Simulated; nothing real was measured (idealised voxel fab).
Title: Process Module voxel trench capacitor
cross-section cut | 245 nm wide | cells 5 nm
When this document writes out a cross-section, it uses a grid of square cells and lists it as bands, beginning at the top and moving down, with a band standing for one or more rows of cells.
Look at the band entry: it leads with the top's height and the bottom's height in nm. Then it lists the materials left to right, with a width in nm for each. The word "everywhere" on a single material says that material fills the band edge to edge. The word "blank" is empty space.
Measure heights from 0. That's the level where, below it, the as-received wafer is all one material. The lowest band is bottomless and extends downward; write it as in "z 0 and below".
The notation "30->40" denotes a width that varies across the rows of cells in the band, beginning at the first number in the top row, finishing at the second number in the bottom row, and changing by an identical amount from each row to the next.
Step marked "no alteration"? Then no cell in the cross-section changed in it.
Under "Enclosed cavity list" you'll find the enclosed gaps, the ones with no way out to the top, that are 8 cells or bigger; each reads width x height at distance, with distance counted from the left edge, everything in nm.
Anything after a step's settings on that line? It's the simulator's own note about the step.
overlay nm: how far to the right of its planned place the mask lay on this masked step (negative: to the left).
**Steps in the process plan**
step 1: RECEIVE | material Si
step 2: CONFORMAL_DEP | material SiN | thk nm 10
step 3: PATTERN | tone open | mask id TRENCH | material resist | width nm 25 | pitch nm 55 | thk nm 20 | overlay nm 0
step 4: DIRECTIONAL_ETCH | etch materials SiN | depth nm 10
step 5: DIRECTIONAL_ETCH | etch materials Si | depth nm 25
step 6: STRIP | etch materials resist
step 7: CONFORMAL_DEP | material Al2O3 | thk nm 5
step 8: CONFORMAL_DEP | material TiN | thk nm 5
step 9: FILL_DEP | material W | thk nm 10
step 10: CMP | height nm 10
**Incoming wafer in cross-section (state: after step 1)**
  z 0 and below  Si everywhere
  Enclosed cavity list: none
**Post-module cross-section of the first of two wafers (run per plan)**
  z 10 to 0  55 SiN | 5 Al2O3 | 5 TiN | 5 W | 5 TiN | 5 Al2O3 | 30 SiN | 5 Al2O3 | 5 TiN | 5 W | 5 TiN | 5 Al2O3 | 30 SiN | 5 Al2O3 | 5 TiN | 5 W | 5 TiN | 5 Al2O3 | 55 SiN
  z 0 to -15  55 Si | 5 Al2O3 | 5 TiN | 5 W | 5 TiN | 5 Al2O3 | 30 Si | 5 Al2O3 | 5 TiN | 5 W | 5 TiN | 5 Al2O3 | 30 Si | 5 Al2O3 | 5 TiN | 5 W | 5 TiN | 5 Al2O3 | 55 Si
  z -15 to -20  55 Si | 5 Al2O3 | 15 TiN | 5 Al2O3 | 30 Si | 5 Al2O3 | 15 TiN | 5 Al2O3 | 30 Si | 5 Al2O3 | 15 TiN | 5 Al2O3 | 55 Si
  z -20 to -25  55 Si | 25 Al2O3 | 30 Si | 25 Al2O3 | 30 Si | 25 Al2O3 | 55 Si
  z -25 and below  Si everywhere
  Enclosed cavity list: none
**This is the second of the two wafers, cross-sectioned at the end of the module; it started exactly like the first and was given the same plan, but it was run with one mistake**
  z 10 to 0  55 SiN | 5 Al2O3 | 5 TiN | 5 W | 5 TiN | 5 Al2O3 | 30 SiN | 5 Al2O3 | 5 TiN | 5 W | 5 TiN | 5 Al2O3 | 30 SiN | 5 Al2O3 | 5 TiN | 5 W | 5 TiN | 5 Al2O3 | 55 SiN
  z 0 to -40  55 Si | 5 Al2O3 | 5 TiN | 5 W | 5 TiN | 5 Al2O3 | 30 Si | 5 Al2O3 | 5 TiN | 5 W | 5 TiN | 5 Al2O3 | 30 Si | 5 Al2O3 | 5 TiN | 5 W | 5 TiN | 5 Al2O3 | 55 Si
  z -40 to -45  55 Si | 5 Al2O3 | 15 TiN | 5 Al2O3 | 30 Si | 5 Al2O3 | 15 TiN | 5 Al2O3 | 30 Si | 5 Al2O3 | 15 TiN | 5 Al2O3 | 55 Si
  z -45 to -50  55 Si | 25 Al2O3 | 30 Si | 25 Al2O3 | 30 Si | 25 Al2O3 | 55 Si
  z -50 and below  Si everywhere
  Enclosed cavity list: none
Finding, execution versus plan: step 5 of the plan was executed twice over
End check, counted in cells, second wafer has more or fewer of these materials than the first: 30 more of Al2O3, 75 fewer of Si, 30 more of TiN, 15 more of W
